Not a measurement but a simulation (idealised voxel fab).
Title: Process Module voxel ribs on slabs
We display cut, a cross-section 175 nm in width whose square cells are each 5 nm.
This document writes a cross-section as a grid whose cells are square, and gives it as bands, listed from the top down; one or more rows of cells form a band.
What a band's entry tells you: where the top is and where the bottom is, as heights in nm, and after that what lies inside, material by material from left to right, each with its width in nm. Empty space is written as the word "empty", and a single material marked with the word "everywhere" occupies the band from edge to edge.
Heights are measured from 0, the level below which the as-received wafer is all one material; the lowest band has no bottom and continues downward, written as in "0..down".
Graded width ("30->40"): value in top row of band = first number; value in bottom row = second number; row-to-row change constant.
It should be understood that the words "nothing altered", when stated for a given step, signify that the cross-section underwent no change in any of its cells during that step.
The label "Closed void table" introduces a list of the empty spaces, 8 cells or larger, that have no open way up to the top; each entry in it reads width x height at distance, where the distance is taken from the left edge and all three are stated in nm.
Heads up: the bit after the settings on a step's line is the simulator's remark on that step.
"overlay nm", when on a step's line for a step with a mask, measures how far to the right of its planned place the mask lay; a negative measure means to the left.
### Process steps - plan
1. op RECEIVE | material Si
2. op DIRECTIONAL_DEP | material SiO2 | thk nm 30
3. op DIRECTIONAL_DEP | material SiN | thk nm 20
4. op MASKED_ETCH | tone cover | mask id RIB | width nm 25 | etch materials SiN | depth nm 5 | overlay nm 0
5. op PATTERN | tone cover | mask id SLAB | material resist | width nm 85 | thk nm 15 | overlay nm 0
6. op DIRECTIONAL_ETCH | etch materials SiN | depth nm 15
7. op STRIP | etch materials resist
8. op FILL_DEP | material SiO2 | thk nm 20
9. op CMP | height nm 60
10. op DIRECTIONAL_DEP | material W | thk nm 5
11. op DIRECTIONAL_DEP | material aC | thk nm 10
12. op PATTERN | tone cover | mask id HEATER | material resist | width nm 35 | thk nm 30 | overlay nm 0
13. op DIRECTIONAL_ETCH | etch materials aC | depth nm 10
14. op STRIP | etch materials resist
15. op DIRECTIONAL_ETCH | etch materials W | depth nm 5
16. op STRIP | etch materials aC
17. op CONFORMAL_DEP | material SiN | thk nm 5
### Of two wafers, the first: run according to plan
### Received-state cross-section, reflecting completion of step 1
* 0..down = Si everywhere
* Closed void table: none
### Once step 2 is through, the wafer looks like this in cross-section
* 30..0 = SiO2 everywhere
* Note: structure below 0 unchanged.
### Once step 3 is through, the wafer looks like this in cross-section
* 50..30 = SiN everywhere
* Note: structure below 30 unchanged.
### Once step 4 is through, the wafer looks like this in cross-section
* 50..45 = empty=75 / SiN=25 / empty=75
* Note: structure below 45 unchanged.
### Once step 5 is through, the wafer looks like this in cross-section
* 65..50 = empty=45 / resist=85 / empty=45
* 50..45 = empty=45 / resist=30 / SiN=25 / resist=30 / empty=45
* Note: structure below 45 unchanged.
### Once step 6 is through, the wafer looks like this in cross-section
* 65..50 = empty=45 / resist=85 / empty=45
* 50..45 = empty=45 / resist=30 / SiN=25 / resist=30 / empty=45
* 45..30 = empty=45 / SiN=85 / empty=45
* Note: structure below 30 unchanged.
### Once step 7 is through, the wafer looks like this in cross-section
* 50..45 = empty=75 / SiN=25 / empty=75
* Note: structure below 45 unchanged.
### Once step 8 is through, the wafer looks like this in cross-section
* 70..50 = SiO2 everywhere
* 50..45 = SiO2=75 / SiN=25 / SiO2=75
* 45..30 = SiO2=45 / SiN=85 / SiO2=45
* Note: structure below 30 unchanged.
### Once step 9 is through, the wafer looks like this in cross-section
* 60..50 = SiO2 everywhere
* Note: structure below 50 unchanged.
### Once step 10 is through, the wafer looks like this in cross-section
* 65..60 = W everywhere
* Note: structure below 60 unchanged.
### Once step 11 is through, the wafer looks like this in cross-section
* 75..65 = aC everywhere
* Note: structure below 65 unchanged.
### Once step 12 is through, the wafer looks like this in cross-section
* 105..75 = empty=70 / resist=35 / empty=70
* Note: structure below 75 unchanged.
### Once step 13 is through, the wafer looks like this in cross-section
* 95..75 = empty=70 / resist=35 / empty=70
* 75..65 = empty=70 / aC=35 / empty=70
* Note: structure below 65 unchanged.
### Once step 14 is through, the wafer looks like this in cross-section
* 75..65 = empty=70 / aC=35 / empty=70
* Note: structure below 65 unchanged.
### Once step 15 is through, the wafer looks like this in cross-section
* 75..65 = empty=70 / aC=35 / empty=70
* 65..60 = empty=70 / W=35 / empty=70
* Note: structure below 60 unchanged.
### Once step 16 is through, the wafer looks like this in cross-section
* 65..60 = empty=70 / W=35 / empty=70
* Note: structure below 60 unchanged.
### Once step 17 is through, the wafer looks like this in cross-section
* 70..65 = empty=65 / SiN=45 / empty=65
* 65..60 = SiN=70 / W=35 / SiN=70
* Note: structure below 60 unchanged.
### It is to be noted that the second wafer proceeded from the same initial state and according to the same plan as the first, although one mistake was committed in its execution; through step 4, inclusive, the two wafers share an identical history
### Cross-section, second wafer, at the end time the plan gives for step 5
* 65..50 = resist=45 / empty=85 / resist=45
* 50..45 = resist=45 / empty=30 / SiN=25 / empty=30 / resist=45
* Note: structure below 45 unchanged.
### Cross-section, second wafer, at the end time the plan gives for step 6
* 65..45 = resist=45 / empty=85 / resist=45
* 45..35 = SiN=45 / empty=85 / SiN=45
* 35..30 = SiN=45 / empty=30 / SiN=25 / empty=30 / SiN=45
* Note: structure below 30 unchanged.
### Cross-section, second wafer, at the end time the plan gives for step 7
* 45..35 = SiN=45 / empty=85 / SiN=45
* Note: structure below 35 unchanged.
### Cross-section, second wafer, at the end time the plan gives for step 8
* 65..45 = SiO2 everywhere
* 45..35 = SiN=45 / SiO2=85 / SiN=45
* 35..30 = SiN=45 / SiO2=30 / SiN=25 / SiO2=30 / SiN=45
* Note: structure below 30 unchanged.
### Cross-section, second wafer, at the end time the plan gives for step 9
* 60..45 = SiO2 everywhere
* Note: structure below 45 unchanged.
### Cross-section, second wafer, at the end time the plan gives for step 10
* 65..60 = W everywhere
* Note: structure below 60 unchanged.
### Cross-section, second wafer, at the end time the plan gives for step 11
* 75..65 = aC everywhere
* Note: structure below 65 unchanged.
### Cross-section, second wafer, at the end time the plan gives for step 12
* 105..75 = empty=70 / resist=35 / empty=70
* Note: structure below 75 unchanged.
### Cross-section, second wafer, at the end time the plan gives for step 13
* 95..75 = empty=70 / resist=35 / empty=70
* 75..65 = empty=70 / aC=35 / empty=70
* Note: structure below 65 unchanged.
### Cross-section, second wafer, at the end time the plan gives for step 14
* 75..65 = empty=70 / aC=35 / empty=70
* Note: structure below 65 unchanged.
### Cross-section, second wafer, at the end time the plan gives for step 15
* 75..65 = empty=70 / aC=35 / empty=70
* 65..60 = empty=70 / W=35 / empty=70
* Note: structure below 60 unchanged.
### Cross-section, second wafer, at the end time the plan gives for step 16
* 65..60 = empty=70 / W=35 / empty=70
* Note: structure below 60 unchanged.
### Cross-section, second wafer, at the end time the plan gives for step 17
* 70..65 = empty=65 / SiN=45 / empty=65
* 65..60 = SiN=70 / W=35 / SiN=70
* Note: structure below 60 unchanged.
Processing error: step 5 changed vs plan, executed as op PATTERN | tone open | mask id SLAB | material resist | width nm 85 | thk nm 15 | overlay nm 0
FYI, end of process, the second wafer has more or fewer cells of some materials than the first: 3 more of SiN | 3 fewer of SiO2
